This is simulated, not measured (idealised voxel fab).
process module | voxel wiring stack
cross-section cut | 285 nm wide | cells 5 nm
A cross-section is a grid of square cells, given in bands from the top down. A band is one or more rows of cells.
Each band's line starts with the height of the band's top and of its bottom, in nm. Then come its materials from left to right, each with its width in nm. One material with "throughout" fills the band from edge to edge. "air" is empty space.
Height 0 is the level under which the wafer as received is all one material. The lowest band goes on downwards, as in "0 down".
A width such as "30 to 40" changes by the same amount from each row of cells to the next, from the band's top row to its bottom row.
"no change" after a step means that no cell of the cross-section changed.
closed voids: empty space of 8 cells or more with no open way to the top, each as width x height at its distance from the left edge, in nm
after a step's settings: what the simulator itself notes on the step
overlay nm, on a step with a mask: how far to the right of its planned place the mask lay; to the left if negative
plan
1 op RECEIVE | material Si
2 op CONFORMAL_DEP | material SiO2 | thk nm 15
3 op DIRECTIONAL_DEP | material TiN | thk nm 5
4 op DIRECTIONAL_DEP | material Ru | thk nm 15
5 op PATTERN | tone cover | mask id METAL_1 | material resist | width nm 25 | pitch nm 40 | thk nm 20 | overlay nm 0
6 op DIRECTIONAL_ETCH | etch materials Ru | depth nm 15
7 op DIRECTIONAL_ETCH | etch materials TiN | depth nm 5
8 op STRIP | etch materials resist
9 op CONFORMAL_DEP | material SiCN | thk nm 5
10 op FILL_DEP | material SiO2 | thk nm 10
11 op CMP | height nm 35
12 op CONFORMAL_DEP | material SiCN | thk nm 5
13 op DIRECTIONAL_DEP | material SiO2 | thk nm 25
14 op PATTERN | tone open | mask id METAL_2_HOLES | material resist | width nm 15 | pitch nm 40 | thk nm 20 | overlay nm -15
15 op DIRECTIONAL_ETCH | etch materials SiO2 | depth nm 25
16 op STRIP | etch materials resist
17 op DIRECTIONAL_DEP | material aC | thk nm 10
18 op PATTERN | tone open | mask id METAL_2 | material resist | width nm 25 | pitch nm 40 | thk nm 25 | overlay nm 0
19 op DIRECTIONAL_ETCH | etch materials aC | depth nm 10
20 op STRIP | etch materials resist
21 op DIRECTIONAL_ETCH | etch materials SiO2 | depth nm 15
22 op DIRECTIONAL_ETCH | etch materials SiCN | depth nm 5
23 op STRIP | etch materials aC
24 op CONFORMAL_DEP | material TiN | thk nm 5
25 op FILL_DEP | material Ru | thk nm 10
26 op CMP | height nm 65
27 op CONFORMAL_DEP | material SiN | thk nm 5
varied across the wafers: overlay nm of step 14. The plan shows the first wafer's value. All wafers start alike
first wafer as received, after step 1
  0 down: Si throughout
  closed voids: none
each wafer at the end: cells of each material gained (+) or lost (-) since it was received, then its closed voids
overlay nm -15 | +95 Ru | +117 SiCN | +57 SiN | +474 SiO2 | +55 TiN | closed voids: none
overlay nm -10 | +81 Ru | +114 SiCN | +57 SiN | +483 SiO2 | +63 TiN | closed voids: none
overlay nm -5 | +75 Ru | +111 SiCN | +57 SiN | +492 SiO2 | +63 TiN | closed voids: none
overlay nm 0 | +72 Ru | +108 SiCN | +57 SiN | +501 SiO2 | +60 TiN | closed voids: none
overlay nm 5 | +72 Ru | +108 SiCN | +57 SiN | +501 SiO2 | +60 TiN | closed voids: none
overlay nm 10 | +72 Ru | +108 SiCN | +57 SiN | +501 SiO2 | +60 TiN | closed voids: none
overlay nm 15 | +75 Ru | +111 SiCN | +57 SiN | +492 SiO2 | +63 TiN | closed voids: none
